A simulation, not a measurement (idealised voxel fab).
Process module under the name voxel self aligned vias
Cross-section cut: width 190 nm, square cells of 5 nm.
Notation: cross-section as square-cell grid; stated in bands, top first, going down; one or more cell rows per band.
Read a band's entry like this: the first values are the height of its top and the height of its bottom in nm, and what follows is the sequence of materials from left to right, each with its width in nm. Note that "air" is empty space, and that a single material marked "everywhere" reaches across the band from edge to edge.
Convention: height 0 is the level below which the wafer, as received, is all one material. The lowest band does not terminate at the bottom but continues downward, represented as "from 0 down".
Per-row width for "30 to 40": begins at first number (top row of band), ends at second number (bottom row), increment between rows held constant.
Where the words "left unchanged" appear for a step, the cross-section shows no cell changed by that step; every cell remained as before.
The entry "Fully sealed cavities" lists the empty spaces that cover at least 8 cells and have no open path to the top. Each is written as width x height at distance, where the distance is measured from the left edge and all three values are in nm.
If you see something after the settings on a step's line, that's the simulator's own remark about that step.
The optional step-line setting "overlay nm" applies to steps with a mask and quantifies how far to the right of its planned location the mask lay, a negative value indicating leftward placement.
[Set out below are the planned steps of the process]
1: op RECEIVE | material Si
2: op CONFORMAL_DEP | material SiO2 | thk nm 15
3: op CONFORMAL_DEP | material SiCN | thk nm 5
4: op DIRECTIONAL_DEP | material SiO2 | thk nm 30
5: op PATTERN | tone open | mask id LINES | material resist | width nm 20 | pitch nm 60 | thk nm 20 | overlay nm 0
6: op DIRECTIONAL_ETCH | etch materials SiO2 | depth nm 30
7: op STRIP | etch materials resist
8: op CONFORMAL_DEP | material TiN | thk nm 5
9: op FILL_DEP | material Ru | thk nm 10
10: op CMP | height nm 50
11: op SELECTIVE_ETCH | etch materials W Ru TiN | depth nm 5
12: op FILL_DEP | material SiN | thk nm 10
13: op CMP | height nm 50
14: op DIRECTIONAL_DEP | material SiO2 | thk nm 15
15: op PATTERN | tone open | mask id VIAS | material resist | width nm 40 | thk nm 15 | overlay nm 0
16: op DIRECTIONAL_ETCH | etch materials SiO2 | depth nm 15
17: op DIRECTIONAL_ETCH | etch materials SiN | depth nm 5
18: op STRIP | etch materials resist
19: op CONFORMAL_DEP | material TiN | thk nm 5
20: op FILL_DEP | material Ru | thk nm 5
21: op CMP | height nm 65
22: op CONFORMAL_DEP | material SiN | thk nm 5
[First wafer, two in total, run as planned]
[Cross-section of the wafer upon arrival, representing the state reached after step 1]
	from 0 down = Si everywhere
	Fully sealed cavities: none
[The wafer, seen in cross-section, after step 2]
	from 15 to 0 = SiO2 everywhere
	below 0: unchanged
[The wafer, seen in cross-section, after step 3]
	from 20 to 15 = SiCN everywhere
	below 15: unchanged
[The wafer, seen in cross-section, after step 4]
	from 50 to 20 = SiO2 everywhere
	below 20: unchanged
[The wafer, seen in cross-section, after step 5]
	from 70 to 50 = 55 of resist  20 of air  40 of resist  20 of air  55 of resist
	below 50: unchanged
[The wafer, seen in cross-section, after step 6]
	from 70 to 50 = 55 of resist  20 of air  40 of resist  20 of air  55 of resist
	from 50 to 20 = 55 of SiO2  20 of air  40 of SiO2  20 of air  55 of SiO2
	below 20: unchanged
[The wafer, seen in cross-section, after step 7]
	from 50 to 20 = 55 of SiO2  20 of air  40 of SiO2  20 of air  55 of SiO2
	below 20: unchanged
[The wafer, seen in cross-section, after step 8]
	from 55 to 50 = 60 of TiN  10 of air  50 of TiN  10 of air  60 of TiN
	from 50 to 25 = 55 of SiO2  5 of TiN  10 of air  5 of TiN  40 of SiO2  5 of TiN  10 of air  5 of TiN  55 of SiO2
	from 25 to 20 = 55 of SiO2  20 of TiN  40 of SiO2  20 of TiN  55 of SiO2
	below 20: unchanged
[The wafer, seen in cross-section, after step 9]
	from 65 to 55 = Ru everywhere
	from 55 to 50 = 60 of TiN  10 of Ru  50 of TiN  10 of Ru  60 of TiN
	from 50 to 25 = 55 of SiO2  5 of TiN  10 of Ru  5 of TiN  40 of SiO2  5 of TiN  10 of Ru  5 of TiN  55 of SiO2
	below 25: unchanged
[The wafer, seen in cross-section, after step 10]
	from 50 to 25 = 55 of SiO2  5 of TiN  10 of Ru  5 of TiN  40 of SiO2  5 of TiN  10 of Ru  5 of TiN  55 of SiO2
	below 25: unchanged
[The wafer, seen in cross-section, after step 11]
	from 50 to 45 = 55 of SiO2  20 of air  40 of SiO2  20 of air  55 of SiO2
	below 45: unchanged
[The wafer, seen in cross-section, after step 12]
	from 60 to 50 = SiN everywhere
	from 50 to 45 = 55 of SiO2  20 of SiN  40 of SiO2  20 of SiN  55 of SiO2
	below 45: unchanged
[The wafer, seen in cross-section, after step 13]
	from 50 to 45 = 55 of SiO2  20 of SiN  40 of SiO2  20 of SiN  55 of SiO2
	below 45: unchanged
[The wafer, seen in cross-section, after step 14]
	from 65 to 50 = SiO2 everywhere
	below 50: unchanged
[The wafer, seen in cross-section, after step 15]
	from 80 to 65 = 45 of resist  40 of air  105 of resist
	below 65: unchanged
[The wafer, seen in cross-section, after step 16]
	from 80 to 65 = 45 of resist  40 of air  105 of resist
	from 65 to 50 = 45 of SiO2  40 of air  105 of SiO2
	below 50: unchanged
[The wafer, seen in cross-section, after step 17]
	from 80 to 65 = 45 of resist  40 of air  105 of resist
	from 65 to 50 = 45 of SiO2  40 of air  105 of SiO2
	from 50 to 45 = 55 of SiO2  20 of air  40 of SiO2  20 of SiN  55 of SiO2
	below 45: unchanged
[The wafer, seen in cross-section, after step 18]
	from 65 to 50 = 45 of SiO2  40 of air  105 of SiO2
	below 50: unchanged
[The wafer, seen in cross-section, after step 19]
	from 70 to 65 = 50 of TiN  30 of air  110 of TiN
	from 65 to 55 = 45 of SiO2  5 of TiN  30 of air  5 of TiN  105 of SiO2
	from 55 to 50 = 45 of SiO2  15 of TiN  10 of air  15 of TiN  105 of SiO2
	from 50 to 45 = 55 of SiO2  20 of TiN  40 of SiO2  20 of SiN  55 of SiO2
	below 45: unchanged
[The wafer, seen in cross-section, after step 20]
	from 75 to 70 = Ru everywhere
	from 70 to 65 = 50 of TiN  30 of Ru  110 of TiN
	from 65 to 55 = 45 of SiO2  5 of TiN  30 of Ru  5 of TiN  105 of SiO2
	from 55 to 50 = 45 of SiO2  15 of TiN  10 of Ru  15 of TiN  105 of SiO2
	below 50: unchanged
[The wafer, seen in cross-section, after step 21]
	from 65 to 55 = 45 of SiO2  5 of TiN  30 of Ru  5 of TiN  105 of SiO2
	below 55: unchanged
[The wafer, seen in cross-section, after step 22]
	from 70 to 65 = SiN everywhere
	below 65: unchanged
[Regarding the second of the two wafers: it shared the first wafer's starting condition and process plan, yet one error occurred during its execution. Its history coincides with that of the first wafer up to and including step 1]
[Cross-sectional view of the second wafer at the intended end time of process step 2]
	from 5 to 0 = SiCN everywhere
	below 0: unchanged
[Cross-sectional view of the second wafer at the intended end time of process step 3]
	from 20 to 5 = SiO2 everywhere
	below 5: unchanged
[Cross-sectional view of the second wafer at the intended end time of process step 4]
	from 50 to 5 = SiO2 everywhere
	below 5: unchanged
[Cross-sectional view of the second wafer at the intended end time of process step 5]
	from 70 to 50 = 55 of resist  20 of air  40 of resist  20 of air  55 of resist
	below 50: unchanged
[Cross-sectional view of the second wafer at the intended end time of process step 6]
	from 70 to 50 = 55 of resist  20 of air  40 of resist  20 of air  55 of resist
	from 50 to 20 = 55 of SiO2  20 of air  40 of SiO2  20 of air  55 of SiO2
	below 20: unchanged
[Cross-sectional view of the second wafer at the intended end time of process step 7]
	from 50 to 20 = 55 of SiO2  20 of air  40 of SiO2  20 of air  55 of SiO2
	below 20: unchanged
[Cross-sectional view of the second wafer at the intended end time of process step 8]
	from 55 to 50 = 60 of TiN  10 of air  50 of TiN  10 of air  60 of TiN
	from 50 to 25 = 55 of SiO2  5 of TiN  10 of air  5 of TiN  40 of SiO2  5 of TiN  10 of air  5 of TiN  55 of SiO2
	from 25 to 20 = 55 of SiO2  20 of TiN  40 of SiO2  20 of TiN  55 of SiO2
	below 20: unchanged
[Cross-sectional view of the second wafer at the intended end time of process step 9]
	from 65 to 55 = Ru everywhere
	from 55 to 50 = 60 of TiN  10 of Ru  50 of TiN  10 of Ru  60 of TiN
	from 50 to 25 = 55 of SiO2  5 of TiN  10 of Ru  5 of TiN  40 of SiO2  5 of TiN  10 of Ru  5 of TiN  55 of SiO2
	below 25: unchanged
[Cross-sectional view of the second wafer at the intended end time of process step 10]
	from 50 to 25 = 55 of SiO2  5 of TiN  10 of Ru  5 of TiN  40 of SiO2  5 of TiN  10 of Ru  5 of TiN  55 of SiO2
	below 25: unchanged
[Cross-sectional view of the second wafer at the intended end time of process step 11]
	from 50 to 45 = 55 of SiO2  20 of air  40 of SiO2  20 of air  55 of SiO2
	below 45: unchanged
[Cross-sectional view of the second wafer at the intended end time of process step 12]
	from 60 to 50 = SiN everywhere
	from 50 to 45 = 55 of SiO2  20 of SiN  40 of SiO2  20 of SiN  55 of SiO2
	below 45: unchanged
[Cross-sectional view of the second wafer at the intended end time of process step 13]
	from 50 to 45 = 55 of SiO2  20 of SiN  40 of SiO2  20 of SiN  55 of SiO2
	below 45: unchanged
[Cross-sectional view of the second wafer at the intended end time of process step 14]
	from 65 to 50 = SiO2 everywhere
	below 50: unchanged
[Cross-sectional view of the second wafer at the intended end time of process step 15]
	from 80 to 65 = 45 of resist  40 of air  105 of resist
	below 65: unchanged
[Cross-sectional view of the second wafer at the intended end time of process step 16]
	from 80 to 65 = 45 of resist  40 of air  105 of resist
	from 65 to 50 = 45 of SiO2  40 of air  105 of SiO2
	below 50: unchanged
[Cross-sectional view of the second wafer at the intended end time of process step 17]
	from 80 to 65 = 45 of resist  40 of air  105 of resist
	from 65 to 50 = 45 of SiO2  40 of air  105 of SiO2
	from 50 to 45 = 55 of SiO2  20 of air  40 of SiO2  20 of SiN  55 of SiO2
	below 45: unchanged
[Cross-sectional view of the second wafer at the intended end time of process step 18]
	from 65 to 50 = 45 of SiO2  40 of air  105 of SiO2
	below 50: unchanged
[Cross-sectional view of the second wafer at the intended end time of process step 19]
	from 70 to 65 = 50 of TiN  30 of air  110 of TiN
	from 65 to 55 = 45 of SiO2  5 of TiN  30 of air  5 of TiN  105 of SiO2
	from 55 to 50 = 45 of SiO2  15 of TiN  10 of air  15 of TiN  105 of SiO2
	from 50 to 45 = 55 of SiO2  20 of TiN  40 of SiO2  20 of SiN  55 of SiO2
	below 45: unchanged
[Cross-sectional view of the second wafer at the intended end time of process step 20]
	from 75 to 70 = Ru everywhere
	from 70 to 65 = 50 of TiN  30 of Ru  110 of TiN
	from 65 to 55 = 45 of SiO2  5 of TiN  30 of Ru  5 of TiN  105 of SiO2
	from 55 to 50 = 45 of SiO2  15 of TiN  10 of Ru  15 of TiN  105 of SiO2
	below 50: unchanged
[Cross-sectional view of the second wafer at the intended end time of process step 21]
	from 65 to 55 = 45 of SiO2  5 of TiN  30 of Ru  5 of TiN  105 of SiO2
	below 55: unchanged
[Cross-sectional view of the second wafer at the intended end time of process step 22]
	from 70 to 65 = SiN everywhere
	below 65: unchanged
Deviation noted in wafer processing: the intended sequence of steps 2 and 3 was reversed during processing, with each occupying the position of the other
By the end, you'd get the same cell count for each material on either wafer, but the second wafer puts them somewhere else.
